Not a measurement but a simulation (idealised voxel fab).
Process module in this document: voxel gate over fins
The cross-section shown here is cut; it is 255 nm wide and divided into square cells measuring 5 nm on a side.
A cross-section is a grid of square cells, given in bands from the top down. A band is one or more rows of cells.
First you get the band's top height and its bottom height, in nm, and then the materials it's made of, left to right, with each width in nm. If you see a single material with "full width", that one covers the band edge to edge. "empty" is empty space.
Note: height 0 marks the level under which the wafer is uniformly one material as received. Lowest band unbounded below, written "0 down".
Width "30 to 40": first value at the band's top row of cells, second value at its bottom row, equal change from row to row.
Given "nothing got changed" for a step, no cell of the cross-section differs between before and after that step.
Voids not open to the top, 8 cells minimum: see "Entrapped voids". Written width x height at distance; distance is from the left edge; nm.
Read whatever lies past the settings on a step's line as the simulator's own remark about the step.
overlay nm: mask offset rightward from planned place, masked step; negative means leftward offset.
Planned step list for the process
1: RECEIVE with material Si
2: CONFORMAL_DEP with material SiN, thk nm 5
3: MASKED_ETCH with tone cover, mask id FINS, width nm 15, pitch nm 55, etch materials SiN, depth nm 5, overlay nm 0
4: MASKED_ETCH with tone cover, mask id FINS, width nm 15, pitch nm 55, etch materials Si, depth nm 40, overlay nm 0
5: FILL_DEP with material SiO2, thk nm 5
6: CMP with height nm 5
7: PATTERN with tone open, mask id RAIL, material resist, width nm 15, thk nm 20, overlay nm 0
8: DIRECTIONAL_ETCH with etch materials SiO2, depth nm 40
9: STRIP with etch materials resist
10: CONFORMAL_DEP with material TiN, thk nm 5
11: FILL_DEP with material Ru, thk nm 5
12: CMP with height nm 5
13: SELECTIVE_ETCH with etch materials W Ru TiN, depth nm 25
14: FILL_DEP with material SiO2, thk nm 5
15: CMP with height nm 5
16: SELECTIVE_ETCH with etch materials SiO2, depth nm 15
17: STRIP with etch materials SiN
18: CONFORMAL_DEP with material HfO2, thk nm 5
19: CONFORMAL_DEP with material TiN, thk nm 5
20: CONFORMAL_DEP with material TiAl, thk nm 5
21: CONFORMAL_DEP with material TiN, thk nm 5
22: FILL_DEP with material W, thk nm 15
23: CMP with height nm 30
24: CONFORMAL_DEP with material SiN, thk nm 10
It is noted that the wafers described herein are identical at the outset and are distinguished by the width nm of step 4; the value stated in the plan corresponds to the first wafer.
Cross-section of the first of several wafers on receipt, reflecting completion of step 1
  0 down: Si full width
  Entrapped voids: none
Wafer rows, end of module: cells per material gained (+) or lost (-) since receipt; closed voids last
width nm 15, +67 HfO2, +2 Ru, -312 Si, +102 SiN, +225 SiO2, +67 TiAl, +141 TiN, +116 W, Entrapped voids: none
width nm 20, +67 HfO2, +2 Ru, -280 Si, +102 SiN, +201 SiO2, +67 TiAl, +135 TiN, +114 W, Entrapped voids: none
width nm 25, +67 HfO2, +2 Ru, -248 Si, +102 SiN, +177 SiO2, +67 TiAl, +129 TiN, +112 W, Entrapped voids: none
width nm 30, +67 HfO2, +2 Ru, -216 Si, +102 SiN, +153 SiO2, +61 TiAl, +129 TiN, +110 W, Entrapped voids: none
